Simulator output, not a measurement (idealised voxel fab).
You're looking at the process module voxel plated lines.
The cross-section shown here is cut; it is 215 nm wide and divided into square cells measuring 5 nm on a side.
Just so we're on the same page, the cross-sections are grids of square cells, and they're listed out in bands top to bottom, each band one or more rows deep.
In this notation a band is specified by the heights of its top and bottom, in that order and in nm, after which its materials appear from left to right, each paired with its width in nm. The word "throughout" attached to a single material means that material fills the band from edge to edge; the word "empty" stands for empty space.
Heights from 0 (as-received wafer is one material below). Bottom band endless downward, as "0 down".
Width: "30 to 40" (first number = top row, second number = bottom row, same change from row to row of cells).
Step note "no modification" = no cross-section cell changed.
Enclosed voids (no open way to top), threshold 8 cells or more, entry "Closed void roster", notation width x height at distance, distance from left edge, nm.
Formally, on a step line, whatever follows the settings is a remark that the simulator itself makes on the step.
"overlay nm" on a masked step: distance the mask lay right of its planned place, negative for left.
PLANNED PROCESS STEPS
1) RECEIVE [material Si]
2) CONFORMAL_DEP [material Al2O3] [thk nm 5]
3) DIRECTIONAL_DEP [material TiN] [thk nm 5]
4) PATTERN [tone open] [mask id LINES] [material resist] [width nm 25] [pitch nm 50] [thk nm 30] [overlay nm 0]
5) EPI [material Ru] [thk nm 5]
6) EPI [material Ru] [thk nm 5]
7) STRIP [etch materials resist]
8) DIRECTIONAL_ETCH [etch materials TiN] [depth nm 5]
9) CONFORMAL_DEP [material SiO2] [thk nm 10]
WAFER CROSS-SECTION ON RECEIPT, I.E. AFTER STEP 1
	0 down | Si throughout
	Closed void roster: none
STARTING STRUCTURE AND PROCESS PLAN ARE AS SHOWN ABOVE, BUT ONE MISTAKE WAS MADE IN RUNNING THE MODULE; THE WAFER CROSS-SECTION AT THE END OF THE MODULE FOLLOWS
	25 to 15 | 60 of empty; 45 of SiO2; 5 of empty; 45 of SiO2; 60 of empty
	15 to 10 | 60 of empty; 10 of SiO2; 25 of Ru; 10 of SiO2; 5 of empty; 10 of SiO2; 25 of Ru; 10 of SiO2; 60 of empty
	10 to 5 | 70 of SiO2; 25 of Ru; 25 of SiO2; 25 of Ru; 70 of SiO2
	5 to 0 | 70 of SiO2; 25 of TiN; 25 of SiO2; 25 of TiN; 70 of SiO2
	0 down | Si throughout
	Closed void roster: none
It is concluded that the wafer was processed incorrectly with respect to the plan, in that no execution of plan step 2; skipped
